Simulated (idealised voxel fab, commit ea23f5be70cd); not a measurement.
Proc. module: voxel lift off
cross-section cut | 290 nm wide | cells 5 nm
Each cross-section below is a grid of square cells, stated as bands in top-down order, with one or more rows of cells making up each band. What a band's entry tells you: where the top is and where the bottom is, as heights in nm, and after that what lies inside, material by material from left to right, each with its width in nm. Empty space is written as the word "empty", and a single material marked with the word "full width" occupies the band from edge to edge. Beneath 0, the wafer as received is one material, and that level is where height counting begins. The lowest band goes on downward without a bottom; it is written like "0 nm and below". When a width is written as two numbers, as in "30 to 40", the first number is the width in the top row of cells of the band and the second is the width in its bottom row, and the width changes by the same amount from each row to the next. Where the words "no change occurred" appear for a step, the cross-section shows no cell changed by that step; every cell remained as before. The entry titled "Closed-off voids" provides the empty spaces that have no open way to the top, restricted to those of 8 cells or more. Each is presented as width x height at distance, the distance being measured from the left edge, with all three in nm. What comes after the settings on a step's line is commentary from the simulator itself on that step. overlay nm: mask offset rightward from planned place, masked step; negative means leftward offset.
Set out below are the planned steps of the process:
1 RECEIVE, material Si
2 CONFORMAL_DEP, material SiN, thk nm 15
3 PATTERN, tone open, mask id LINES, material resist, width nm 15, pitch nm 35, thk nm 15, overlay nm 0
4 DIRECTIONAL_DEP, material Ru, thk nm 5
5 STRIP, etch materials resist
6 CONFORMAL_DEP, material SiCN, thk nm 5
The wafers in this document start out alike and differ in the thk nm applied at step 6; the plan shows the value used for the first wafer.
Cross-section, first of several wafers, as delivered after step 1:
- 0 nm and below  Si full width
- Closed-off voids: none
First of several wafers in cross-section at module end, following the final step, step 6:
- 25 nm to 20 nm  80 empty; 25 SiCN; 10 empty; 25 SiCN; 10 empty; 25 SiCN; 10 empty; 25 SiCN; 80 empty
- 20 nm to 15 nm  85 SiCN; 15 Ru; 20 SiCN; 15 Ru; 20 SiCN; 15 Ru; 20 SiCN; 15 Ru; 85 SiCN
- 15 nm to 0 nm  SiN full width
- 0 nm and below  Si full width
- Closed-off voids: none
End of module: cross-section, last of several wafers:
- 45 nm to 40 nm  60 empty; 170 SiCN; 60 empty
- 40 nm to 20 nm  SiCN full width
- 20 nm to 15 nm  85 SiCN; 15 Ru; 20 SiCN; 15 Ru; 20 SiCN; 15 Ru; 20 SiCN; 15 Ru; 85 SiCN
- 15 nm to 0 nm  SiN full width
- 0 nm and below  Si full width
- Closed-off voids: none
Per wafer, end of module: cells gained (+) or lost (-) per material since receipt, then closed voids:
thk nm 5; +12 Ru; +66 SiCN; +174 SiN; Closed-off voids: none
thk nm 10; +12 Ru; +132 SiCN; +174 SiN; Closed-off voids: none
thk nm 15; +12 Ru; +192 SiCN; +174 SiN; Closed-off voids: none
thk nm 20; +12 Ru; +252 SiCN; +174 SiN; Closed-off voids: none
thk nm 25; +12 Ru; +312 SiCN; +174 SiN; Closed-off voids: none
